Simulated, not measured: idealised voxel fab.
Process module name: voxel wiring stack
Cross-section cut spans 235 nm and uses square cells 5 nm in size.
Cross-section format: a grid of square cells, given as bands from top to bottom; each band is one or more rows of cells. Top, bottom (nm), then materials left to right with widths (nm); lone material tagged "throughout" fills the whole band edge to edge; "blank" = empty space. The reference from which all heights are counted is 0, the level beneath which the as-received wafer is entirely one material; the lowest band, having no lower bound, proceeds downward and is written after the example "0 -> down". Note: "30->40" means the width goes from the first number (top row of the band) to the second number (bottom row) in equal steps per row of cells. The cross-section has no changed cell in any step marked "nothing was modified". What "Listed closed voids" gives you is every empty space of 8 cells or more that is cut off from the top. Each appears as width x height at distance, with the distance taken from the left edge and width, height and distance all in nm. If you see something after the settings on a step's line, that's the simulator's own remark about that step. The "overlay nm" setting may appear on a step's line; for a step that uses a mask, it gives how far to the right of its planned position the mask lay, and a negative value indicates the left.

These are the steps we planned for the process:
step 1: RECEIVE, material Si
step 2: CONFORMAL_DEP, material SiO2, thk nm 15
step 3: DIRECTIONAL_DEP, material TiN, thk nm 5
step 4: DIRECTIONAL_DEP, material W, thk nm 20
step 5: DIRECTIONAL_DEP, material aC, thk nm 15
step 6: PATTERN, tone cover, mask id METAL_1, material resist, width nm 30, pitch nm 60, thk nm 30, overlay nm 0
step 7: DIRECTIONAL_ETCH, etch materials aC, depth nm 15
step 8: STRIP, etch materials resist
step 9: DIRECTIONAL_ETCH, etch materials W, depth nm 20
step 10: DIRECTIONAL_ETCH, etch materials TiN, depth nm 5
step 11: STRIP, etch materials aC
step 12: CONFORMAL_DEP, material SiCN, thk nm 5
step 13: FILL_DEP, material lowk, thk nm 10
step 14: CMP, height nm 40
step 15: CONFORMAL_DEP, material SiCN, thk nm 5
step 16: DIRECTIONAL_DEP, material SiO2, thk nm 20
step 17: MASKED_ETCH, tone open, mask id PLUG_1, width nm 15, pitch nm 120, etch materials SiO2, depth nm 20, overlay nm 0
step 18: MASKED_ETCH, tone open, mask id PLUG_1, width nm 15, pitch nm 120, etch materials SiCN, depth nm 5, overlay nm 0
step 19: CONFORMAL_DEP, material TiN, thk nm 5
step 20: FILL_DEP, material W, thk nm 5
step 21: CMP, height nm 65
step 22: CONFORMAL_DEP, material SiCN, thk nm 5
step 23: DIRECTIONAL_DEP, material SiO2, thk nm 15
step 24: PATTERN, tone open, mask id METAL_2, material resist, width nm 30, pitch nm 60, thk nm 20, overlay nm 0
step 25: DIRECTIONAL_ETCH, etch materials SiO2, depth nm 15
step 26: DIRECTIONAL_ETCH, etch materials SiCN, depth nm 5
step 27: STRIP, etch materials resist
step 28: CONFORMAL_DEP, material TiN, thk nm 5
step 29: FILL_DEP, material W, thk nm 5
step 30: CMP, height nm 85
step 31: CONFORMAL_DEP, material SiCN, thk nm 5
step 32: DIRECTIONAL_DEP, material SiO2, thk nm 10
step 33: MASKED_ETCH, tone open, mask id PLUG_2, width nm 15, pitch nm 60, etch materials SiO2, depth nm 10, overlay nm 0
step 34: MASKED_ETCH, tone open, mask id PLUG_2, width nm 15, pitch nm 60, etch materials SiCN, depth nm 5, overlay nm 0
step 35: CONFORMAL_DEP, material TiN, thk nm 5
step 36: FILL_DEP, material W, thk nm 5
step 37: CMP, height nm 100
step 38: DIRECTIONAL_DEP, material TiN, thk nm 5
step 39: DIRECTIONAL_DEP, material Ru, thk nm 25
step 40: MASKED_ETCH, tone cover, mask id METAL_3, width nm 30, pitch nm 60, etch materials Ru, depth nm 25, overlay nm 0
step 41: MASKED_ETCH, tone cover, mask id METAL_3, width nm 30, pitch nm 60, etch materials TiN, depth nm 5, overlay nm 0
step 42: CONFORMAL_DEP, material SiN, thk nm 5
step 43: FILL_DEP, material lowk, thk nm 5
step 44: CMP, height nm 130
step 45: CONFORMAL_DEP, material SiCN, thk nm 5

Cross-section of the wafer as it came to us, i.e., already through step 1:
- 0 -> down: Si throughout
- Listed closed voids: none

The first of two wafers, cross-sectioned at the end of the module, with the run proceeding as planned:
- 135 -> 130: SiCN throughout
- 130 -> 105: 35 nm lowk | 5 nm SiN | 30 nm Ru | 5 nm SiN | 20 nm lowk | 5 nm SiN | 30 nm Ru | 5 nm SiN | 20 nm lowk | 5 nm SiN | 30 nm Ru | 5 nm SiN | 40 nm lowk
- 105 -> 100: 40 nm SiN | 30 nm TiN | 30 nm SiN | 30 nm TiN | 30 nm SiN | 30 nm TiN | 45 nm SiN
- 100 -> 90: 40 nm SiO2 | 5 nm TiN | 5 nm W | 5 nm TiN | 45 nm SiO2 | 5 nm TiN | 5 nm W | 5 nm TiN | 45 nm SiO2 | 5 nm TiN | 5 nm W | 5 nm TiN | 60 nm SiO2
- 90 -> 85: 40 nm SiCN | 15 nm TiN | 45 nm SiCN | 15 nm TiN | 45 nm SiCN | 15 nm TiN | 60 nm SiCN
- 85 -> 70: 40 nm SiO2 | 5 nm TiN | 20 nm W | 5 nm TiN | 30 nm SiO2 | 5 nm TiN | 20 nm W | 5 nm TiN | 30 nm SiO2 | 5 nm TiN | 20 nm W | 5 nm TiN | 45 nm SiO2
- 70 -> 65: 40 nm SiCN | 30 nm TiN | 30 nm SiCN | 30 nm TiN | 30 nm SiCN | 30 nm TiN | 45 nm SiCN
- 65 -> 45: 40 nm SiO2 | 5 nm TiN | 5 nm W | 5 nm TiN | 105 nm SiO2 | 5 nm TiN | 5 nm W | 5 nm TiN | 60 nm SiO2
- 45 -> 40: 40 nm SiCN | 15 nm TiN | 105 nm SiCN | 15 nm TiN | 60 nm SiCN
- 40 -> 20: 35 nm lowk | 5 nm SiCN | 30 nm W | 5 nm SiCN | 20 nm lowk | 5 nm SiCN | 30 nm W | 5 nm SiCN | 20 nm lowk | 5 nm SiCN | 30 nm W | 5 nm SiCN | 40 nm lowk
- 20 -> 15: 40 nm SiCN | 30 nm TiN | 30 nm SiCN | 30 nm TiN | 30 nm SiCN | 30 nm TiN | 45 nm SiCN
- 15 -> 0: SiO2 throughout
- 0 -> down: Si throughout
- Listed closed voids: none

second wafer at the end: like start, like plan, one mistake:
- 135 -> 130: SiCN throughout
- 130 -> 105: 35 nm lowk | 5 nm SiN | 30 nm Ru | 5 nm SiN | 20 nm lowk | 5 nm SiN | 30 nm Ru | 5 nm SiN | 20 nm lowk | 5 nm SiN | 30 nm Ru | 5 nm SiN | 40 nm lowk
- 105 -> 100: 40 nm SiN | 30 nm TiN | 30 nm SiN | 30 nm TiN | 30 nm SiN | 30 nm TiN | 45 nm SiN
- 100 -> 90: 40 nm SiO2 | 5 nm TiN | 5 nm W | 5 nm TiN | 45 nm SiO2 | 5 nm TiN | 5 nm W | 5 nm TiN | 45 nm SiO2 | 5 nm TiN | 5 nm W | 5 nm TiN | 60 nm SiO2
- 90 -> 85: 40 nm SiCN | 15 nm TiN | 45 nm SiCN | 15 nm TiN | 45 nm SiCN | 15 nm TiN | 60 nm SiCN
- 85 -> 70: 40 nm SiO2 | 5 nm TiN | 20 nm W | 5 nm TiN | 30 nm SiO2 | 5 nm TiN | 20 nm W | 5 nm TiN | 30 nm SiO2 | 5 nm TiN | 20 nm W | 5 nm TiN | 45 nm SiO2
- 70 -> 65: 40 nm SiCN | 30 nm TiN | 30 nm SiCN | 30 nm TiN | 30 nm SiCN | 30 nm TiN | 45 nm SiCN
- 65 -> 45: 40 nm SiO2 | 5 nm TiN | 5 nm W | 5 nm TiN | 105 nm SiO2 | 5 nm TiN | 5 nm W | 5 nm TiN | 60 nm SiO2
- 45 -> 40: 40 nm SiCN | 15 nm TiN | 105 nm SiCN | 15 nm TiN | 60 nm SiCN
- 40 -> 20: 25 nm lowk | 5 nm SiCN | 30 nm W | 5 nm SiCN | 20 nm lowk | 5 nm SiCN | 30 nm W | 5 nm SiCN | 20 nm lowk | 5 nm SiCN | 30 nm W | 5 nm SiCN | 50 nm lowk
- 20 -> 15: 30 nm SiCN | 30 nm TiN | 30 nm SiCN | 30 nm TiN | 30 nm SiCN | 30 nm TiN | 55 nm SiCN
- 15 -> 0: SiO2 throughout
- 0 -> down: Si throughout
- Listed closed voids: none
Heads up, the wafer didn't run the way we planned it: the process deviated at step 6: the operation and settings actually run there were PATTERN, tone cover, mask id METAL_1, material resist, width nm 30, pitch nm 60, thk nm 30, overlay nm -10
By the end, you'd get the same cell count for each material on either wafer, but the second wafer puts them somewhere else.
